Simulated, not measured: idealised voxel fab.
Proc. module: voxel air gaps
Shown is cross-section cut, with a width of 280 nm and square cells of size 5 nm.
The cross-sections in this document take the form of a grid made of square cells. They are written out as bands, in order from top to bottom. Each band consists of one or more rows of cells. Band: top height; bottom height; in nm. Then, left to right: material with width in nm, for each material. "all across": a single material spanning edge to edge. "blank": empty space. Beneath 0, the wafer as received is one material, and that level is where height counting begins. The lowest band goes on downward without a bottom; it is written like "top 0, no bottom". The notation "30 to 40" denotes a width that varies across the rows of cells in the band, beginning at the first number in the top row, finishing at the second number in the bottom row, and changing by an identical amount from each row to the next. Where the words "nothing altered" appear for a step, the cross-section shows no cell changed by that step; every cell remained as before. "Closed void register" - sealed voids, min. 8 cells, no opening to top; format: width x height at distance (distance from left edge; nm throughout). It should be noted that, on the line of a given step, the content following the step's settings is a remark produced by the simulator itself with respect to that step. The "overlay nm" setting may appear on a step's line; for a step that uses a mask, it gives how far to the right of its planned position the mask lay, and a negative value indicates the left.

[The following list gives the planned process steps]
- 1: RECEIVE [material Si]
- 2: CONFORMAL_DEP [material SiO2] [thk nm 10]
- 3: CONFORMAL_DEP [material SiCN] [thk nm 5]
- 4: DIRECTIONAL_DEP [material lowk] [thk nm 40]
- 5: DIRECTIONAL_DEP [material aC] [thk nm 15]
- 6: PATTERN [tone open] [mask id LINES] [material resist] [width nm 25] [pitch nm 50] [thk nm 30] [overlay nm 0]
- 7: DIRECTIONAL_ETCH [etch materials aC] [depth nm 15]
- 8: STRIP [etch materials resist]
- 9: DIRECTIONAL_ETCH [etch materials lowk] [depth nm 40]
- 10: STRIP [etch materials aC]
- 11: CONFORMAL_DEP [material TiN] [thk nm 5]
- 12: FILL_DEP [material Ru] [thk nm 10]
- 13: CMP [height nm 55]
- 14: EPI [material Ru] [thk nm 10]
- 15: SELECTIVE_ETCH [etch materials lowk] [depth nm 50]
- 16: CONFORMAL_DEP [material SiCN] [thk nm 5]

[Here's what the wafer looked like in cross-section when it arrived - that's after step 1]
  top 0, no bottom = Si all across
  Closed void register: none

[Module complete, cross-section. Starting point and plan per above. One mistake made in running the module]
  top 70, bottom 65 = SiCN all across
  top 65, bottom 55 = Ru: 85  SiCN: 5  Ru: 45  SiCN: 5  Ru: 45  SiCN: 5  Ru: 90
  top 55, bottom 50 = Ru: 70  TiN: 5  SiCN: 25  TiN: 5  Ru: 15  TiN: 5  SiCN: 25  TiN: 5  Ru: 15  TiN: 5  SiCN: 25  TiN: 5  Ru: 75
  top 50, bottom 20 = Ru: 70  TiN: 5  SiCN: 5  blank: 15  SiCN: 5  TiN: 5  Ru: 15  TiN: 5  SiCN: 5  blank: 15  SiCN: 5  TiN: 5  Ru: 15  TiN: 5  SiCN: 5  blank: 15  SiCN: 5  TiN: 5  Ru: 75
  top 20, bottom 15 = TiN: 75  SiCN: 25  TiN: 25  SiCN: 25  TiN: 25  SiCN: 25  TiN: 80
  top 15, bottom 10 = SiCN all across
  top 10, bottom 0 = SiO2 all across
  top 0, no bottom = Si all across
  Closed void register: 15 x 30 at 80; 15 x 30 at 130; 15 x 30 at 180
The mistake made against the process plan was this: step 6 ran as: PATTERN [tone cover] [mask id LINES] [material resist] [width nm 25] [pitch nm 50] [thk nm 30] [overlay nm 0]
